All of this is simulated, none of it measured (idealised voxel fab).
process module | voxel released beams
cross-section cut | 280 nm wide | cells 5 nm
A cross-section is a grid of square cells, given in bands from the top down. A band is one or more rows of cells.
Each band's line starts with the height of the band's top and of its bottom, in nm. Then come its materials from left to right, each with its width in nm. One material with "throughout" fills the band from edge to edge. "air" is empty space.
Height 0 is the level under which the wafer as received is all one material. The lowest band goes on downwards, as in "0 down".
A width such as "30 to 40" changes by the same amount from each row of cells to the next, from the band's top row to its bottom row.
"no change" after a step means that no cell of the cross-section changed.
closed voids: empty space of 8 cells or more with no open way to the top, each as width x height at its distance from the left edge, in nm
after a step's settings: what the simulator itself notes on the step
overlay nm, on a step with a mask: how far to the right of its planned place the mask lay; to the left if negative
plan
1 op RECEIVE | material Si
2 op CONFORMAL_DEP | material SiN | thk nm 5
3 op DIRECTIONAL_DEP | material SiO2 | thk nm 20
4 op PATTERN | tone open | mask id ANCHOR | material resist | width nm 30 | thk nm 15 | overlay nm 0
5 op DIRECTIONAL_ETCH | etch materials SiO2 | depth nm 20
6 op STRIP | etch materials resist
7 op CONFORMAL_DEP | material TiN | thk nm 10
8 op DIRECTIONAL_DEP | material aC | thk nm 10
9 op PATTERN | tone cover | mask id BEAM | material resist | width nm 105 | thk nm 30 | overlay nm 0
10 op DIRECTIONAL_ETCH | etch materials aC | depth nm 10
11 op STRIP | etch materials resist
12 op DIRECTIONAL_ETCH | etch materials TiN | depth nm 10
13 op STRIP | etch materials aC
14 op STRIP | etch materials SiO2
first wafer, as planned
as received, after step 1
  0 down: Si throughout
  closed voids: none
after step 2
  5 to 0: SiN throughout
  below 0: unchanged
after step 3
  25 to 5: SiO2 throughout
  below 5: unchanged
after step 4
  40 to 25: resist 90 | air 30 | resist 160
  below 25: unchanged
after step 5
  40 to 25: resist 90 | air 30 | resist 160
  25 to 5: SiO2 90 | air 30 | SiO2 160
  below 5: unchanged
after step 6
  25 to 5: SiO2 90 | air 30 | SiO2 160
  below 5: unchanged
after step 7
  35 to 25: TiN 100 | air 10 | TiN 170
  25 to 15: SiO2 90 | TiN 10 | air 10 | TiN 10 | SiO2 160
  15 to 5: SiO2 90 | TiN 30 | SiO2 160
  below 5: unchanged
after step 8
  45 to 35: aC 100 | air 10 | aC 170
  35 to 25: TiN 100 | air 10 | TiN 170
  25 to 15: SiO2 90 | TiN 10 | aC 10 | TiN 10 | SiO2 160
  below 15: unchanged
after step 9
  75 to 45: air 85 | resist 105 | air 90
  45 to 35: aC 100 | resist 10 | aC 170
  35 to 25: TiN 100 | resist 10 | TiN 170
  below 25: unchanged
after step 10
  65 to 45: air 85 | resist 105 | air 90
  45 to 35: air 85 | aC 15 | resist 10 | aC 80 | air 90
  below 35: unchanged
after step 11
  45 to 35: air 85 | aC 15 | air 10 | aC 80 | air 90
  35 to 25: TiN 100 | air 10 | TiN 170
  below 25: unchanged
after step 12
  45 to 35: air 85 | aC 15 | air 10 | aC 80 | air 90
  35 to 25: air 85 | TiN 15 | air 10 | TiN 80 | air 90
  below 25: unchanged
after step 13
  35 to 25: air 85 | TiN 15 | air 10 | TiN 80 | air 90
  25 to 15: SiO2 90 | TiN 10 | air 10 | TiN 10 | SiO2 160
  below 15: unchanged
after step 14
  35 to 25: air 85 | TiN 15 | air 10 | TiN 80 | air 90
  25 to 15: air 90 | TiN 10 | air 10 | TiN 10 | air 160
  15 to 5: air 90 | TiN 30 | air 160
  below 5: unchanged
second wafer: like start, like plan, one mistake. Through step 12 it matches the first wafer
when step 13 should have ended
  35 to 25: air 85 | TiN 15 | air 10 | TiN 80 | air 90
  25 to 15: SiO2 90 | TiN 10 | air 10 | TiN 10 | SiO2 160
  below 15: unchanged
when step 14 should have ended
  35 to 25: air 85 | TiN 15 | air 10 | TiN 80 | air 90
  25 to 15: air 90 | TiN 10 | air 10 | TiN 10 | air 160
  15 to 5: air 90 | TiN 30 | air 160
  below 5: unchanged
what went wrong: step 13 was run twice
at the end the two cross-sections are the same: no effect in what this model computes
